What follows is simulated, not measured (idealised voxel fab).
Process module heading - voxel lift off
The width of the displayed cross-section, cut, is 140 nm; its cells are square, with a size of 5 nm.
We lay out every cross-section as a grid of square cells and spell it out in bands from the top down, where one band means one or more rows of cells. Band: top height; bottom height; in nm. Then, left to right: material with width in nm, for each material. "all across": a single material spanning edge to edge. "blank": empty space. Heights are expressed relative to 0, this being the level below which the as-received wafer comprises one material exclusively. The lowest band is unbounded in the downward direction and is denoted as in "top 0, no bottom". Quick explanation for "30 to 40": the width changes in equal steps down the rows of cells, from the first number in the band's top row to the second number in its bottom row. "no alteration" means the step left every cell of the cross-section as it was. You'll see "Fully closed voids" listing empty spaces that have no way open to the top, as long as they're 8 cells or more; the notation is width x height at distance, where the distance is from the left edge, and all of it is in nm. after a step's settings: what the simulator itself notes on the step. "overlay nm", when on a step's line for a step with a mask, measures how far to the right of its planned place the mask lay; a negative measure means to the left.

HERE'S WHAT THE PLANNED PROCESS STEPS LOOK LIKE
- 1: RECEIVE [material Si]
- 2: CONFORMAL_DEP [material Al2O3] [thk nm 15]
- 3: PATTERN [tone open] [mask id LINES] [material resist] [width nm 25] [pitch nm 40] [thk nm 20] [overlay nm -15]
- 4: DIRECTIONAL_DEP [material Ru] [thk nm 10]
- 5: STRIP [etch materials resist]
- 6: CONFORMAL_DEP [material SiO2] [thk nm 10]
Don't read the plan's overlay nm for step 3 as applying to every wafer: that's the first wafer's value, and the wafers differ in it, though they all start identical.

STEP 1 COMPLETE: AS-RECEIVED CROSS-SECTION OF THE FIRST OF SEVERAL WAFERS
* top 0, no bottom  Si all across
* Fully closed voids: none

THE ROWS OF THE TABLE BELOW ARE WAFERS. LOOKING AT THE END OF THE MODULE, A ROW COUNTS, FOR EVERY MATERIAL, THE CELLS THE WAFER HAS GAINED, SHOWN AS (+), OR LOST, SHOWN AS (-), SINCE IT WAS RECEIVED; ITS CLOSED VOIDS COME NEXT
overlay nm -15; +84 Al2O3; +20 Ru; +70 SiO2; Fully closed voids: none
overlay nm -10; +84 Al2O3; +20 Ru; +70 SiO2; Fully closed voids: none
overlay nm -5; +84 Al2O3; +20 Ru; +70 SiO2; Fully closed voids: none
overlay nm 0; +84 Al2O3; +20 Ru; +70 SiO2; Fully closed voids: none
overlay nm 5; +84 Al2O3; +20 Ru; +70 SiO2; Fully closed voids: none
overlay nm 10; +84 Al2O3; +20 Ru; +70 SiO2; Fully closed voids: none
overlay nm 15; +84 Al2O3; +20 Ru; +70 SiO2; Fully closed voids: none
